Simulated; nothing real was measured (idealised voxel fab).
Module name: voxel self aligned vias (process module)
The figure presents cross-section cut, which has a width of 210 nm and is divided into square cells with an edge length of 5 nm.
Cross-section = grid of square cells, listed top down in bands; band = one or more rows.
Within each band entry, the heights of the top and of the bottom of the band appear first, in that order and in nm; the materials of the band then follow from left to right, each with its corresponding width in nm. The designation "edge to edge" on a single material indicates that it fills the band from edge to edge; the designation "blank" indicates empty space.
All heights in this document are referenced to 0, defined as the level beneath which the wafer, as received, consists entirely of one material. The lowest band is not bounded below; it extends indefinitely downward and is written in the form "0 -> down".
Graded width ("30 to 40"): value in top row of band = first number; value in bottom row = second number; row-to-row change constant.
Key: "no alteration" - step with no changed cell in the cross-section.
Look at "Closed cavities" for the closed voids: empty spaces with no open path to the top, sized 8 cells or up. Each is width x height at distance, distance from the left edge, all nm.
The remark found on a step's line after its settings is issued by the simulator itself and pertains to that step.
What "overlay nm" on a step's line means: if the step has a mask, that mask lay this far to the right of its planned place, or, when the value is negative, to the left.
Structure of the following material. The material consists of pairs of cross-sections. Each pair comprises the cross-section before one process step and the cross-section after that step, the latter shown only down to the lowest band that changed. The step between the cross-sections is specified beneath each pair, including its settings. Pairs are not necessarily consecutive: they may derive from different runs of this module performed on the same starting wafer. Continuity with the pair above is to be assumed only where the entry headed "Pre-process cross-section" of the pair in question states it.
Pre-process cross-section
	50 -> 30 | lowk 25 | blank 25 | lowk 40 | blank 25 | lowk 40 | blank 25 | lowk 30
	30 -> 25 | SiCN edge to edge
	25 -> 0 | SiO2 edge to edge
	0 -> down | Si edge to edge
	Closed cavities: none
As Processed
	55 -> 50 | TiN 30 | blank 15 | TiN 50 | blank 15 | TiN 50 | blank 15 | TiN 35
	50 -> 35 | lowk 25 | TiN 5 | blank 15 | TiN 5 | lowk 40 | TiN 5 | blank 15 | TiN 5 | lowk 40 | TiN 5 | blank 15 | TiN 5 | lowk 30
	35 -> 30 | lowk 25 | TiN 25 | lowk 40 | TiN 25 | lowk 40 | TiN 25 | lowk 30
	Rest of section, below 30: as before.
	Closed cavities: none
Upper to lower cross-section via CONFORMAL_DEP with material TiN, thk nm 5
Pre-process cross-section: per the after cross-section of the pair just above.
As Processed
	65 -> 55 | Ru edge to edge
	55 -> 50 | TiN 30 | Ru 15 | TiN 50 | Ru 15 | TiN 50 | Ru 15 | TiN 35
	50 -> 35 | lowk 25 | TiN 5 | Ru 15 | TiN 5 | lowk 40 | TiN 5 | Ru 15 | TiN 5 | lowk 40 | TiN 5 | Ru 15 | TiN 5 | lowk 30
	Rest of section, below 35: as before.
	Closed cavities: none
Upper to lower cross-section via FILL_DEP with material Ru, thk nm 10
Pre-process cross-section: per the after cross-section of the pair just above.
As Processed
	40 -> 35 | lowk 25 | TiN 5 | Ru 15 | TiN 5 | lowk 40 | TiN 5 | Ru 15 | TiN 5 | lowk 40 | TiN 5 | Ru 15 | TiN 5 | lowk 30
	Rest of section, below 35: as before.
	Closed cavities: none
Upper to lower cross-section via CMP with height nm 40
Pre-process cross-section: per the after cross-section of the pair just above.
As Processed
	40 -> 30 | lowk 25 | blank 25 | lowk 40 | blank 25 | lowk 40 | blank 25 | lowk 30
	Rest of section, below 30: as before.
	Closed cavities: none
Upper to lower cross-section via SELECTIVE_ETCH with etch materials W Ru TiN, depth nm 10
Pre-process cross-section: per the after cross-section of the pair just above.
As Processed
	50 -> 40 | SiN edge to edge
	40 -> 30 | lowk 25 | SiN 25 | lowk 40 | SiN 25 | lowk 40 | SiN 25 | lowk 30
	Rest of section, below 30: as before.
	Closed cavities: none
Upper to lower cross-section via FILL_DEP with material SiN, thk nm 10
Pre-process cross-section: per the after cross-section of the pair just above.
As Processed
	40 -> 30 | lowk 25 | SiN 25 | lowk 40 | SiN 25 | lowk 40 | SiN 25 | lowk 30
	Rest of section, below 30: as before.
	Closed cavities: none
Upper to lower cross-section via CMP with height nm 40
Pre-process cross-section: per the after cross-section of the pair just above.
As Processed
	55 -> 40 | lowk edge to edge
	Rest of section, below 40: as before.
	Closed cavities: none
Upper to lower cross-section via DIRECTIONAL_DEP with material lowk, thk nm 15
Pre-process cross-section: per the after cross-section of the pair just above.
As Processed
	70 -> 55 | resist 15 | blank 45 | resist 20 | blank 45 | resist 20 | blank 45 | resist 20
	Rest of section, below 55: as before.
	Closed cavities: none
Upper to lower cross-section via PATTERN with tone open, mask id VIAS, material resist, width nm 45, pitch nm 65, thk nm 15, overlay nm 0
Pre-process cross-section: per the after cross-section of the pair just above.
As Processed
	70 -> 55 | resist 15 | blank 45 | resist 20 | blank 45 | resist 20 | blank 45 | resist 20
	55 -> 40 | lowk 15 | blank 45 | lowk 20 | blank 45 | lowk 20 | blank 45 | lowk 20
	Rest of section, below 40: as before.
	Closed cavities: none
Upper to lower cross-section via DIRECTIONAL_ETCH with etch materials lowk, depth nm 15
Pre-process cross-section: per the after cross-section of the pair just above.
As Processed
	70 -> 55 | resist 15 | blank 45 | resist 20 | blank 45 | resist 20 | blank 45 | resist 20
	55 -> 40 | lowk 15 | blank 45 | lowk 20 | blank 45 | lowk 20 | blank 45 | lowk 20
	40 -> 30 | lowk 25 | blank 25 | lowk 40 | blank 25 | lowk 40 | blank 25 | lowk 30
	Rest of section, below 30: as before.
	Closed cavities: none
Upper to lower cross-section via DIRECTIONAL_ETCH with etch materials SiN, depth nm 10
Pre-process cross-section: per the after cross-section of the pair just above.
As Processed
	55 -> 40 | lowk 15 | blank 45 | lowk 20 | blank 45 | lowk 20 | blank 45 | lowk 20
	Rest of section, below 40: as before.
	Closed cavities: none
Upper to lower cross-section via STRIP with etch materials resist
Pre-process cross-section: per the after cross-section of the pair just above.
As Processed
	60 -> 55 | TiN 20 | blank 35 | TiN 30 | blank 35 | TiN 30 | blank 35 | TiN 25
	55 -> 45 | lowk 15 | TiN 5 | blank 35 | TiN 5 | lowk 20 | TiN 5 | blank 35 | TiN 5 | lowk 20 | TiN 5 | blank 35 | TiN 5 | lowk 20
	45 -> 35 | lowk 15 to 25 | TiN 15 to 5 | blank 15 | TiN 15 to 5 | lowk 20 to 40 | TiN 15 to 5 | blank 15 | TiN 15 to 5 | lowk 20 to 40 | TiN 15 to 5 | blank 15 | TiN 15 to 5 | lowk 20 to 30
	35 -> 30 | lowk 25 | TiN 25 | lowk 40 | TiN 25 | lowk 40 | TiN 25 | lowk 30
	Rest of section, below 30: as before.
	Closed cavities: none
Upper to lower cross-section via CONFORMAL_DEP with material TiN, thk nm 5
Pre-process cross-section: per the after cross-section of the pair just above.
As Processed
	65 -> 60 | W edge to edge
	60 -> 55 | TiN 20 | W 35 | TiN 30 | W 35 | TiN 30 | W 35 | TiN 25
	55 -> 45 | lowk 15 | TiN 5 | W 35 | TiN 5 | lowk 20 | TiN 5 | W 35 | TiN 5 | lowk 20 | TiN 5 | W 35 | TiN 5 | lowk 20
	45 -> 35 | lowk 15 to 25 | TiN 15 to 5 | W 15 | TiN 15 to 5 | lowk 20 to 40 | TiN 15 to 5 | W 15 | TiN 15 to 5 | lowk 20 to 40 | TiN 15 to 5 | W 15 | TiN 15 to 5 | lowk 20 to 30
	Rest of section, below 35: as before.
	Closed cavities: none
Upper to lower cross-section via FILL_DEP with material W, thk nm 5
Pre-process cross-section: per the after cross-section of the pair just above.
As Processed
	55 -> 45 | lowk 15 | TiN 5 | W 35 | TiN 5 | lowk 20 | TiN 5 | W 35 | TiN 5 | lowk 20 | TiN 5 | W 35 | TiN 5 | lowk 20
	Rest of section, below 45: as before.
	Closed cavities: none
Upper to lower cross-section via CMP with height nm 55
Pre-process cross-section: per the after cross-section of the pair just above.
As Processed
	60 -> 55 | SiN edge to edge
	Rest of section, below 55: as before.
	Closed cavities: none
Upper to lower cross-section via CONFORMAL_DEP with material SiN, thk nm 5
Pre-process cross-section
	55 -> 40 | lowk edge to edge
	40 -> 30 | lowk 25 | SiN 25 | lowk 40 | SiN 25 | lowk 40 | SiN 25 | lowk 30
	30 -> 25 | lowk 25 | TiN 5 | Ru 15 | TiN 5 | lowk 40 | TiN 5 | Ru 15 | TiN 5 | lowk 40 | TiN 5 | Ru 15 | TiN 5 | lowk 30
	25 -> 20 | lowk 25 | TiN 25 | lowk 40 | TiN 25 | lowk 40 | TiN 25 | lowk 30
	20 -> 15 | SiCN edge to edge
	15 -> 0 | SiO2 edge to edge
	0 -> down | Si edge to edge
	Closed cavities: none
As Processed
	70 -> 55 | resist 20 | blank 35 | resist 30 | blank 35 | resist 30 | blank 35 | resist 25
	Rest of section, below 55: as before.
	Closed cavities: none
Upper to lower cross-section via PATTERN with tone open, mask id VIAS, material resist, width nm 35, pitch nm 65, thk nm 15, overlay nm 0
Pre-process cross-section: per the after cross-section of the pair just above.
As Processed
	70 -> 55 | resist 20 | blank 35 | resist 30 | blank 35 | resist 30 | blank 35 | resist 25
	55 -> 40 | lowk 20 | blank 35 | lowk 30 | blank 35 | lowk 30 | blank 35 | lowk 25
	Rest of section, below 40: as before.
	Closed cavities: none
Upper to lower cross-section via DIRECTIONAL_ETCH with etch materials lowk, depth nm 15
Pre-process cross-section: per the after cross-section of the pair just above.
As Processed
	70 -> 55 | resist 20 | blank 35 | resist 30 | blank 35 | resist 30 | blank 35 | resist 25
	55 -> 40 | lowk 20 | blank 35 | lowk 30 | blank 35 | lowk 30 | blank 35 | lowk 25
	40 -> 30 | lowk 25 | blank 25 | lowk 40 | blank 25 | lowk 40 | blank 25 | lowk 30
	Rest of section, below 30: as before.
	Closed cavities: none
Upper to lower cross-section via DIRECTIONAL_ETCH with etch materials SiN, depth nm 10
Pre-process cross-section: per the after cross-section of the pair just above.
As Processed
	55 -> 40 | lowk 20 | blank 35 | lowk 30 | blank 35 | lowk 30 | blank 35 | lowk 25
	Rest of section, below 40: as before.
	Closed cavities: none
Upper to lower cross-section via STRIP with etch materials resist
Pre-process cross-section: per the after cross-section of the pair just above.
As Processed
	60 -> 55 | TiN 25 | blank 25 | TiN 40 | blank 25 | TiN 40 | blank 25 | TiN 30
	55 -> 45 | lowk 20 | TiN 5 | blank 25 | TiN 5 | lowk 30 | TiN 5 | blank 25 | TiN 5 | lowk 30 | TiN 5 | blank 25 | TiN 5 | lowk 25
	45 -> 35 | lowk 20 to 25 | TiN 10 to 5 | blank 15 | TiN 10 to 5 | lowk 30 to 40 | TiN 10 to 5 | blank 15 | TiN 10 to 5 | lowk 30 to 40 | TiN 10 to 5 | blank 15 | TiN 10 to 5 | lowk 25 to 30
	35 -> 30 | lowk 25 | TiN 25 | lowk 40 | TiN 25 | lowk 40 | TiN 25 | lowk 30
	Rest of section, below 30: as before.
	Closed cavities: none
Upper to lower cross-section via CONFORMAL_DEP with material TiN, thk nm 5
Pre-process cross-section: per the after cross-section of the pair just above.
As Processed
	65 -> 60 | W edge to edge
	60 -> 55 | TiN 25 | W 25 | TiN 40 | W 25 | TiN 40 | W 25 | TiN 30
	55 -> 45 | lowk 20 | TiN 5 | W 25 | TiN 5 | lowk 30 | TiN 5 | W 25 | TiN 5 | lowk 30 | TiN 5 | W 25 | TiN 5 | lowk 25
	45 -> 35 | lowk 20 to 25 | TiN 10 to 5 | W 15 | TiN 10 to 5 | lowk 30 to 40 | TiN 10 to 5 | W 15 | TiN 10 to 5 | lowk 30 to 40 | TiN 10 to 5 | W 15 | TiN 10 to 5 | lowk 25 to 30
	Rest of section, below 35: as before.
	Closed cavities: none
Upper to lower cross-section via FILL_DEP with material W, thk nm 5
Pre-process cross-section: per the after cross-section of the pair just above.
As Processed
	55 -> 45 | lowk 20 | TiN 5 | W 25 | TiN 5 | lowk 30 | TiN 5 | W 25 | TiN 5 | lowk 30 | TiN 5 | W 25 | TiN 5 | lowk 25
	Rest of section, below 45: as before.
	Closed cavities: none
Upper to lower cross-section via CMP with height nm 55
Pre-process cross-section: per the after cross-section of the pair just above.
As Processed
	60 -> 55 | SiN edge to edge
	Rest of section, below 55: as before.
	Closed cavities: none
Upper to lower cross-section via CONFORMAL_DEP with material SiN, thk nm 5
Pre-process cross-section
	50 -> 40 | aC edge to edge
	40 -> 20 | lowk edge to edge
	20 -> 15 | SiCN edge to edge
	15 -> 0 | SiO2 edge to edge
	0 -> down | Si edge to edge
	Closed cavities: none
As Processed
	75 -> 50 | resist 35 | blank 25 | resist 40 | blank 25 | resist 40 | blank 25 | resist 20
	Rest of section, below 50: as before.
	Closed cavities: none
Upper to lower cross-section via PATTERN with tone open, mask id LINES, material resist, width nm 25, pitch nm 65, thk nm 25, overlay nm 10
Pre-process cross-section: per the after cross-section of the pair just above.
As Processed
	65 -> 50 | resist 35 | blank 25 | resist 40 | blank 25 | resist 40 | blank 25 | resist 20
	50 -> 40 | aC 35 | blank 25 | aC 40 | blank 25 | aC 40 | blank 25 | aC 20
	Rest of section, below 40: as before.
	Closed cavities: none
Upper to lower cross-section via DIRECTIONAL_ETCH with etch materials aC, depth nm 10
Pre-process cross-section: per the after cross-section of the pair just above.
As Processed
	50 -> 40 | aC 35 | blank 25 | aC 40 | blank 25 | aC 40 | blank 25 | aC 20
	Rest of section, below 40: as before.
	Closed cavities: none
Upper to lower cross-section via STRIP with etch materials resist
Pre-process cross-section: per the after cross-section of the pair just above.
As Processed
	50 -> 40 | aC 35 | blank 25 | aC 40 | blank 25 | aC 40 | blank 25 | aC 20
	40 -> 20 | lowk 35 | blank 25 | lowk 40 | blank 25 | lowk 40 | blank 25 | lowk 20
	Rest of section, below 20: as before.
	Closed cavities: none
Upper to lower cross-section via DIRECTIONAL_ETCH with etch materials lowk, depth nm 20
Pre-process cross-section: per the after cross-section of the pair just above.
As Processed
	40 -> 20 | lowk 35 | blank 25 | lowk 40 | blank 25 | lowk 40 | blank 25 | lowk 20
	Rest of section, below 20: as before.
	Closed cavities: none
Upper to lower cross-section via STRIP with etch materials aC
Pre-process cross-section: per the after cross-section of the pair just above.
As Processed
	45 -> 40 | TiN 40 | blank 15 | TiN 50 | blank 15 | TiN 50 | blank 15 | TiN 25
	40 -> 25 | lowk 35 | TiN 5 | blank 15 | TiN 5 | lowk 40 | TiN 5 | blank 15 | TiN 5 | lowk 40 | TiN 5 | blank 15 | TiN 5 | lowk 20
	25 -> 20 | lowk 35 | TiN 25 | lowk 40 | TiN 25 | lowk 40 | TiN 25 | lowk 20
	Rest of section, below 20: as before.
	Closed cavities: none
Upper to lower cross-section via CONFORMAL_DEP with material TiN, thk nm 5
Pre-process cross-section: per the after cross-section of the pair just above.
As Processed
	55 -> 45 | Ru edge to edge
	45 -> 40 | TiN 40 | Ru 15 | TiN 50 | Ru 15 | TiN 50 | Ru 15 | TiN 25
	40 -> 25 | lowk 35 | TiN 5 | Ru 15 | TiN 5 | lowk 40 | TiN 5 | Ru 15 | TiN 5 | lowk 40 | TiN 5 | Ru 15 | TiN 5 | lowk 20
	Rest of section, below 25: as before.
	Closed cavities: none
Upper to lower cross-section via FILL_DEP with material Ru, thk nm 10
Pre-process cross-section: per the after cross-section of the pair just above.
As Processed
	40 -> 25 | lowk 35 | TiN 5 | Ru 15 | TiN 5 | lowk 40 | TiN 5 | Ru 15 | TiN 5 | lowk 40 | TiN 5 | Ru 15 | TiN 5 | lowk 20
	Rest of section, below 25: as before.
	Closed cavities: none
Upper to lower cross-section via CMP with height nm 40
Pre-process cross-section: per the after cross-section of the pair just above.
As Processed
	40 -> 30 | lowk 35 | blank 25 | lowk 40 | blank 25 | lowk 40 | blank 25 | lowk 20
	Rest of section, below 30: as before.
	Closed cavities: none
Upper to lower cross-section via SELECTIVE_ETCH with etch materials W Ru TiN, depth nm 10
Pre-process cross-section: per the after cross-section of the pair just above.
As Processed
	50 -> 40 | SiN edge to edge
	40 -> 30 | lowk 35 | SiN 25 | lowk 40 | SiN 25 | lowk 40 | SiN 25 | lowk 20
	Rest of section, below 30: as before.
	Closed cavities: none
Upper to lower cross-section via FILL_DEP with material SiN, thk nm 10
Pre-process cross-section: per the after cross-section of the pair just above.
As Processed
	40 -> 30 | lowk 35 | SiN 25 | lowk 40 | SiN 25 | lowk 40 | SiN 25 | lowk 20
	Rest of section, below 30: as before.
	Closed cavities: none
Upper to lower cross-section via CMP with height nm 40
Pre-process cross-section: per the after cross-section of the pair just above.
As Processed
	55 -> 40 | lowk edge to edge
	Rest of section, below 40: as before.
	Closed cavities: none
Upper to lower cross-section via DIRECTIONAL_DEP with material lowk, thk nm 15
Pre-process cross-section: per the after cross-section of the pair just above.
As Processed
	70 -> 55 | resist 15 | blank 45 | resist 20 | blank 45 | resist 20 | blank 45 | resist 20
	Rest of section, below 55: as before.
	Closed cavities: none
Upper to lower cross-section via PATTERN with tone open, mask id VIAS, material resist, width nm 45, pitch nm 65, thk nm 15, overlay nm 0
Pre-process cross-section: per the after cross-section of the pair just above.
As Processed
	70 -> 55 | resist 15 | blank 45 | resist 20 | blank 45 | resist 20 | blank 45 | resist 20
	55 -> 40 | lowk 15 | blank 45 | lowk 20 | blank 45 | lowk 20 | blank 45 | lowk 20
	Rest of section, below 40: as before.
	Closed cavities: none
Upper to lower cross-section via DIRECTIONAL_ETCH with etch materials lowk, depth nm 15
Pre-process cross-section: per the after cross-section of the pair just above.
As Processed
	70 -> 55 | resist 15 | blank 45 | resist 20 | blank 45 | resist 20 | blank 45 | resist 20
	55 -> 40 | lowk 15 | blank 45 | lowk 20 | blank 45 | lowk 20 | blank 45 | lowk 20
	40 -> 30 | lowk 35 | blank 25 | lowk 40 | blank 25 | lowk 40 | blank 25 | lowk 20
	Rest of section, below 30: as before.
	Closed cavities: none
Upper to lower cross-section via DIRECTIONAL_ETCH with etch materials SiN, depth nm 10
Pre-process cross-section: per the after cross-section of the pair just above.
As Processed
	55 -> 40 | lowk 15 | blank 45 | lowk 20 | blank 45 | lowk 20 | blank 45 | lowk 20
	Rest of section, below 40: as before.
	Closed cavities: none
Upper to lower cross-section via STRIP with etch materials resist
Pre-process cross-section: per the after cross-section of the pair just above.
As Processed
	60 -> 55 | TiN 20 | blank 35 | TiN 30 | blank 35 | TiN 30 | blank 35 | TiN 25
	55 -> 45 | lowk 15 | TiN 5 | blank 35 | TiN 5 | lowk 20 | TiN 5 | blank 35 | TiN 5 | lowk 20 | TiN 5 | blank 35 | TiN 5 | lowk 20
	45 -> 35 | lowk 15 to 35 | TiN 25 to 5 | blank 15 | TiN 5 | lowk 20 to 40 | TiN 25 to 5 | blank 15 | TiN 5 | lowk 20 to 40 | TiN 25 to 5 | blank 15 | TiN 5 | lowk 20
	35 -> 30 | lowk 35 | TiN 25 | lowk 40 | TiN 25 | lowk 40 | TiN 25 | lowk 20
	Rest of section, below 30: as before.
	Closed cavities: none
Upper to lower cross-section via CONFORMAL_DEP with material TiN, thk nm 5
Pre-process cross-section: per the after cross-section of the pair just above.
As Processed
	65 -> 60 | W edge to edge
	60 -> 55 | TiN 20 | W 35 | TiN 30 | W 35 | TiN 30 | W 35 | TiN 25
	55 -> 45 | lowk 15 | TiN 5 | W 35 | TiN 5 | lowk 20 | TiN 5 | W 35 | TiN 5 | lowk 20 | TiN 5 | W 35 | TiN 5 | lowk 20
	45 -> 35 | lowk 15 to 35 | TiN 25 to 5 | W 15 | TiN 5 | lowk 20 to 40 | TiN 25 to 5 | W 15 | TiN 5 | lowk 20 to 40 | TiN 25 to 5 | W 15 | TiN 5 | lowk 20
	Rest of section, below 35: as before.
	Closed cavities: none
Upper to lower cross-section via FILL_DEP with material W, thk nm 5
Pre-process cross-section: per the after cross-section of the pair just above.
As Processed
	55 -> 45 | lowk 15 | TiN 5 | W 35 | TiN 5 | lowk 20 | TiN 5 | W 35 | TiN 5 | lowk 20 | TiN 5 | W 35 | TiN 5 | lowk 20
	Rest of section, below 45: as before.
	Closed cavities: none
Upper to lower cross-section via CMP with height nm 55
Pre-process cross-section: per the after cross-section of the pair just above.
As Processed
	60 -> 55 | SiN edge to edge
	Rest of section, below 55: as before.
	Closed cavities: none
Upper to lower cross-section via CONFORMAL_DEP with material SiN, thk nm 5
Pre-process cross-section
	40 -> 30 | lowk 25 | SiN 25 | lowk 40 | SiN 25 | lowk 40 | SiN 25 | lowk 30
	30 -> 25 | lowk 25 | TiN 5 | Ru 15 | TiN 5 | lowk 40 | TiN 5 | Ru 15 | TiN 5 | lowk 40 | TiN 5 | Ru 15 | TiN 5 | lowk 30
	25 -> 20 | lowk 25 | TiN 25 | lowk 40 | TiN 25 | lowk 40 | TiN 25 | lowk 30
	20 -> 15 | SiCN edge to edge
	15 -> 0 | SiO2 edge to edge
	0 -> down | Si edge to edge
	Closed cavities: none
As Processed
	55 -> 40 | SiN edge to edge
	Rest of section, below 40: as before.
	Closed cavities: none
Upper to lower cross-section via DIRECTIONAL_DEP with material SiN, thk nm 15
Pre-process cross-section: per the after cross-section of the pair just above.
As Processed
	70 -> 55 | resist 15 | blank 45 | resist 20 | blank 45 | resist 20 | blank 45 | resist 20
	Rest of section, below 55: as before.
	Closed cavities: none
Upper to lower cross-section via PATTERN with tone open, mask id VIAS, material resist, width nm 45, pitch nm 65, thk nm 15, overlay nm 0
Pre-process cross-section: per the after cross-section of the pair just above.
As Processed
	70 -> 55 | resist 15 | blank 45 | resist 20 | blank 45 | resist 20 | blank 45 | resist 20
	55 -> 45 | SiN 15 | blank 45 | SiN 20 | blank 45 | SiN 20 | blank 45 | SiN 20
	Rest of section, below 45: as before.
	Closed cavities: none
Upper to lower cross-section via DIRECTIONAL_ETCH with etch materials SiN, depth nm 10
Pre-process cross-section: per the after cross-section of the pair just above.
As Processed
	55 -> 45 | SiN 15 | blank 45 | SiN 20 | blank 45 | SiN 20 | blank 45 | SiN 20
	Rest of section, below 45: as before.
	Closed cavities: none
Upper to lower cross-section via STRIP with etch materials resist
Pre-process cross-section: per the after cross-section of the pair just above.
As Processed
	60 -> 55 | TiN 20 | blank 35 | TiN 30 | blank 35 | TiN 30 | blank 35 | TiN 25
	55 -> 50 | SiN 15 | TiN 5 | blank 35 | TiN 5 | SiN 20 | TiN 5 | blank 35 | TiN 5 | SiN 20 | TiN 5 | blank 35 | TiN 5 | SiN 20
	50 -> 45 | SiN 15 | TiN 45 | SiN 20 | TiN 45 | SiN 20 | TiN 45 | SiN 20
	Rest of section, below 45: as before.
	Closed cavities: none
Upper to lower cross-section via CONFORMAL_DEP with material TiN, thk nm 5
Pre-process cross-section: per the after cross-section of the pair just above.
As Processed
	65 -> 60 | W edge to edge
	60 -> 55 | TiN 20 | W 35 | TiN 30 | W 35 | TiN 30 | W 35 | TiN 25
	55 -> 50 | SiN 15 | TiN 5 | W 35 | TiN 5 | SiN 20 | TiN 5 | W 35 | TiN 5 | SiN 20 | TiN 5 | W 35 | TiN 5 | SiN 20
	Rest of section, below 50: as before.
	Closed cavities: none
Upper to lower cross-section via FILL_DEP with material W, thk nm 5
Pre-process cross-section: per the after cross-section of the pair just above.
As Processed
	55 -> 50 | SiN 15 | TiN 5 | W 35 | TiN 5 | SiN 20 | TiN 5 | W 35 | TiN 5 | SiN 20 | TiN 5 | W 35 | TiN 5 | SiN 20
	Rest of section, below 50: as before.
	Closed cavities: none
Upper to lower cross-section via CMP with height nm 55
Pre-process cross-section: per the after cross-section of the pair just above.
As Processed
	60 -> 55 | SiN edge to edge
	Rest of section, below 55: as before.
	Closed cavities: none
Upper to lower cross-section via CONFORMAL_DEP with material SiN, thk nm 5
Pre-process cross-section
	55 -> 40 | lowk edge to edge
	40 -> 30 | lowk 25 | SiN 25 | lowk 40 | SiN 25 | lowk 40 | SiN 25 | lowk 30
	30 -> 25 | lowk 25 | TiN 5 | Ru 15 | TiN 5 | lowk 40 | TiN 5 | Ru 15 | TiN 5 | lowk 40 | TiN 5 | Ru 15 | TiN 5 | lowk 30
	25 -> 20 | lowk 25 | TiN 25 | lowk 40 | TiN 25 | lowk 40 | TiN 25 | lowk 30
	20 -> 15 | SiCN edge to edge
	15 -> 0 | SiO2 edge to edge
	0 -> down | Si edge to edge
	Closed cavities: none
As Processed
	70 -> 55 | blank 15 | resist 45 | blank 20 | resist 45 | blank 20 | resist 45 | blank 20
	Rest of section, below 55: as before.
	Closed cavities: none
Upper to lower cross-section via PATTERN with tone cover, mask id VIAS, material resist, width nm 45, pitch nm 65, thk nm 15, overlay nm 0
Pre-process cross-section: per the after cross-section of the pair just above.
As Processed
	70 -> 55 | blank 15 | resist 45 | blank 20 | resist 45 | blank 20 | resist 45 | blank 20
	55 -> 40 | blank 15 | lowk 45 | blank 20 | lowk 45 | blank 20 | lowk 45 | blank 20
	Rest of section, below 40: as before.
	Closed cavities: none
Upper to lower cross-section via DIRECTIONAL_ETCH with etch materials lowk, depth nm 15
Pre-process cross-section: per the after cross-section of the pair just above.
As Processed
	55 -> 40 | blank 15 | lowk 45 | blank 20 | lowk 45 | blank 20 | lowk 45 | blank 20
	Rest of section, below 40: as before.
	Closed cavities: none
Upper to lower cross-section via STRIP with etch materials resist
Pre-process cross-section: per the after cross-section of the pair just above.
As Processed
	60 -> 55 | blank 10 | TiN 55 | blank 10 | TiN 55 | blank 10 | TiN 55 | blank 15
	55 -> 45 | blank 10 | TiN 5 | lowk 45 | TiN 5 | blank 10 | TiN 5 | lowk 45 | TiN 5 | blank 10 | TiN 5 | lowk 45 | TiN 5 | blank 15
	45 -> 40 | TiN 15 | lowk 45 | TiN 20 | lowk 45 | TiN 20 | lowk 45 | TiN 20
	Rest of section, below 40: as before.
	Closed cavities: none
Upper to lower cross-section via CONFORMAL_DEP with material TiN, thk nm 5
Pre-process cross-section: per the after cross-section of the pair just above.
As Processed
	65 -> 60 | W edge to edge
	60 -> 55 | W 10 | TiN 55 | W 10 | TiN 55 | W 10 | TiN 55 | W 15
	55 -> 45 | W 10 | TiN 5 | lowk 45 | TiN 5 | W 10 | TiN 5 | lowk 45 | TiN 5 | W 10 | TiN 5 | lowk 45 | TiN 5 | W 15
	Rest of section, below 45: as before.
	Closed cavities: none
Upper to lower cross-section via FILL_DEP with material W, thk nm 5
Pre-process cross-section: per the after cross-section of the pair just above.
As Processed
	55 -> 45 | W 10 | TiN 5 | lowk 45 | TiN 5 | W 10 | TiN 5 | lowk 45 | TiN 5 | W 10 | TiN 5 | lowk 45 | TiN 5 | W 15
	Rest of section, below 45: as before.
	Closed cavities: none
Upper to lower cross-section via CMP with height nm 55
Pre-process cross-section: per the after cross-section of the pair just above.
As Processed
	60 -> 55 | SiN edge to edge
	Rest of section, below 55: as before.
	Closed cavities: none
Upper to lower cross-section via CONFORMAL_DEP with material SiN, thk nm 5
